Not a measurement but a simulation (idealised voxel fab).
process module | voxel self aligned contacts
cross-section cut | 200 nm wide | cells 5 nm
A cross-section is a grid of square cells, given in bands from the top down. A band is one or more rows of cells.
Each band's line starts with the height of the band's top and of its bottom, in nm. Then come its materials from left to right, each with its width in nm. One material with "throughout" fills the band from edge to edge. "air" is empty space.
Height 0 is the level under which the wafer as received is all one material. The lowest band goes on downwards, as in "0 down".
A width such as "30 to 40" changes by the same amount from each row of cells to the next, from the band's top row to its bottom row.
"no change" after a step means that no cell of the cross-section changed.
closed voids: empty space of 8 cells or more with no open way to the top, each as width x height at its distance from the left edge, in nm
after a step's settings: what the simulator itself notes on the step
overlay nm, on a step with a mask: how far to the right of its planned place the mask lay; to the left if negative
plan
1 op RECEIVE | material Si
2 op OXIDIZE | depth nm 5
3 op DIRECTIONAL_DEP | material polySi | thk nm 30
4 op DIRECTIONAL_DEP | material SiN | thk nm 20
5 op MASKED_ETCH | tone cover | mask id GATE | width nm 30 | pitch nm 65 | etch materials SiN | depth nm 20 | overlay nm 0
6 op MASKED_ETCH | tone cover | mask id GATE | width nm 30 | pitch nm 65 | etch materials polySi | depth nm 30 | overlay nm 0
7 op CONFORMAL_DEP | material SiN | thk nm 10
8 op DIRECTIONAL_ETCH | etch materials SiN | depth nm 10
9 op FILL_DEP | material SiO2 | thk nm 20
10 op CMP | height nm 60
11 op PATTERN | tone open | mask id CONTACT | material resist | width nm 45 | thk nm 20 | overlay nm 0
12 op DIRECTIONAL_ETCH | etch materials SiO2 | depth nm 65
13 op STRIP | etch materials resist
14 op CONFORMAL_DEP | material TiN | thk nm 5
15 op FILL_DEP | material W | thk nm 10
16 op CMP | height nm 60
17 op CONFORMAL_DEP | material SiN | thk nm 5
first wafer, as planned
as received, after step 1
  0 down: Si throughout
  closed voids: none
after step 2
  0 to -5: SiO2 throughout
  below -5: unchanged
after step 3
  30 to 0: polySi throughout
  below 0: unchanged
after step 4
  50 to 30: SiN throughout
  below 30: unchanged
after step 5
  50 to 30: air 50 | SiN 30 | air 35 | SiN 30 | air 55
  below 30: unchanged
after step 6
  50 to 30: air 50 | SiN 30 | air 35 | SiN 30 | air 55
  30 to 0: air 50 | polySi 30 | air 35 | polySi 30 | air 55
  below 0: unchanged
after step 7
  60 to 30: air 40 | SiN 50 | air 15 | SiN 50 | air 45
  30 to 10: air 40 | SiN 10 | polySi 30 | SiN 10 | air 15 | SiN 10 | polySi 30 | SiN 10 | air 45
  10 to 0: SiN 50 | polySi 30 | SiN 35 | polySi 30 | SiN 55
  below 0: unchanged
after step 8
  50 to 30: air 40 | SiN 50 | air 15 | SiN 50 | air 45
  30 to 0: air 40 | SiN 10 | polySi 30 | SiN 10 | air 15 | SiN 10 | polySi 30 | SiN 10 | air 45
  below 0: unchanged
after step 9
  70 to 50: SiO2 throughout
  50 to 30: SiO2 40 | SiN 50 | SiO2 15 | SiN 50 | SiO2 45
  30 to 0: SiO2 40 | SiN 10 | polySi 30 | SiN 10 | SiO2 15 | SiN 10 | polySi 30 | SiN 10 | SiO2 45
  below 0: unchanged
after step 10
  60 to 50: SiO2 throughout
  below 50: unchanged
after step 11
  80 to 60: resist 75 | air 45 | resist 80
  below 60: unchanged
after step 12
  80 to 60: resist 75 | air 45 | resist 80
  60 to 50: SiO2 75 | air 45 | SiO2 80
  50 to 30: SiO2 40 | SiN 50 | air 15 | SiN 50 | SiO2 45
  30 to 0: SiO2 40 | SiN 10 | polySi 30 | SiN 10 | air 15 | SiN 10 | polySi 30 | SiN 10 | SiO2 45
  0 to -5: SiO2 90 | air 15 | SiO2 95
  below -5: unchanged
after step 13
  60 to 50: SiO2 75 | air 45 | SiO2 80
  below 50: unchanged
after step 14
  65 to 60: TiN 80 | air 35 | TiN 85
  60 to 50: SiO2 75 | TiN 5 to 20 | air 35 to 5 | TiN 5 to 20 | SiO2 80
  50 to 30: SiO2 40 | SiN 50 | TiN 5 | air 5 | TiN 5 | SiN 50 | SiO2 45
  30 to 0: SiO2 40 | SiN 10 | polySi 30 | SiN 10 | TiN 5 | air 5 | TiN 5 | SiN 10 | polySi 30 | SiN 10 | SiO2 45
  0 to -5: SiO2 90 | TiN 15 | SiO2 95
  below -5: unchanged
after step 15
  75 to 65: W throughout
  65 to 60: TiN 80 | W 35 | TiN 85
  60 to 50: SiO2 75 | TiN 5 to 20 | W 35 to 5 | TiN 5 to 20 | SiO2 80
  50 to 30: SiO2 40 | SiN 50 | TiN 5 | W 5 | TiN 5 | SiN 50 | SiO2 45
  30 to 0: SiO2 40 | SiN 10 | polySi 30 | SiN 10 | TiN 5 | W 5 | TiN 5 | SiN 10 | polySi 30 | SiN 10 | SiO2 45
  below 0: unchanged
after step 16
  60 to 50: SiO2 75 | TiN 5 to 20 | W 35 to 5 | TiN 5 to 20 | SiO2 80
  below 50: unchanged
after step 17
  65 to 60: SiN throughout
  below 60: unchanged
second wafer: like start, like plan, one mistake. Through step 4 it matches the first wafer
when step 5 should have ended
  50 to 30: air 45 | SiN 40 | air 25 | SiN 40 | air 50
  below 30: unchanged
when step 6 should have ended
  50 to 30: air 45 | SiN 40 | air 25 | SiN 40 | air 50
  30 to 0: air 45 | polySi 40 | air 25 | polySi 40 | air 50
  below 0: unchanged
when step 7 should have ended
  60 to 30: air 35 | SiN 60 | air 5 | SiN 60 | air 40
  30 to 10: air 35 | SiN 10 | polySi 40 | SiN 10 | air 5 | SiN 10 | polySi 40 | SiN 10 | air 40
  10 to 0: SiN 45 | polySi 40 | SiN 25 | polySi 40 | SiN 50
  below 0: unchanged
when step 8 should have ended
  50 to 30: air 35 | SiN 60 | air 5 | SiN 60 | air 40
  30 to 0: air 35 | SiN 10 | polySi 40 | SiN 10 | air 5 | SiN 10 | polySi 40 | SiN 10 | air 40
  below 0: unchanged
when step 9 should have ended
  70 to 50: SiO2 throughout
  50 to 30: SiO2 35 | SiN 60 | SiO2 5 | SiN 60 | SiO2 40
  30 to 0: SiO2 35 | SiN 10 | polySi 40 | SiN 10 | SiO2 5 | SiN 10 | polySi 40 | SiN 10 | SiO2 40
  below 0: unchanged
when step 10 should have ended
  60 to 50: SiO2 throughout
  below 50: unchanged
when step 11 should have ended
  80 to 60: resist 75 | air 45 | resist 80
  below 60: unchanged
when step 12 should have ended
  80 to 60: resist 75 | air 45 | resist 80
  60 to 50: SiO2 75 | air 45 | SiO2 80
  50 to 30: SiO2 35 | SiN 60 | air 5 | SiN 60 | SiO2 40
  30 to 0: SiO2 35 | SiN 10 | polySi 40 | SiN 10 | air 5 | SiN 10 | polySi 40 | SiN 10 | SiO2 40
  0 to -5: SiO2 95 | air 5 | SiO2 100
  below -5: unchanged
when step 13 should have ended
  60 to 50: SiO2 75 | air 45 | SiO2 80
  below 50: unchanged
when step 14 should have ended
  65 to 60: TiN 80 | air 35 | TiN 85
  60 to 55: SiO2 75 | TiN 5 | air 35 | TiN 5 | SiO2 80
  55 to 50: SiO2 75 | TiN 45 | SiO2 80
  50 to 30: SiO2 35 | SiN 60 | TiN 5 | SiN 60 | SiO2 40
  30 to 0: SiO2 35 | SiN 10 | polySi 40 | SiN 10 | TiN 5 | SiN 10 | polySi 40 | SiN 10 | SiO2 40
  0 to -5: SiO2 95 | TiN 5 | SiO2 100
  below -5: unchanged
when step 15 should have ended
  75 to 65: W throughout
  65 to 60: TiN 80 | W 35 | TiN 85
  60 to 55: SiO2 75 | TiN 5 | W 35 | TiN 5 | SiO2 80
  below 55: unchanged
when step 16 should have ended
  60 to 55: SiO2 75 | TiN 5 | W 35 | TiN 5 | SiO2 80
  below 55: unchanged
when step 17 should have ended
  65 to 60: SiN throughout
  below 60: unchanged
what went wrong: step 5 ran as: op MASKED_ETCH | tone cover | mask id GATE | width nm 40 | pitch nm 65 | etch materials SiN | depth nm 20 | overlay nm 0
at the end the second wafer has, in cells: 16 more of SiN | 18 fewer of SiO2 | 11 fewer of TiN | 11 fewer of W | 24 more of polySi
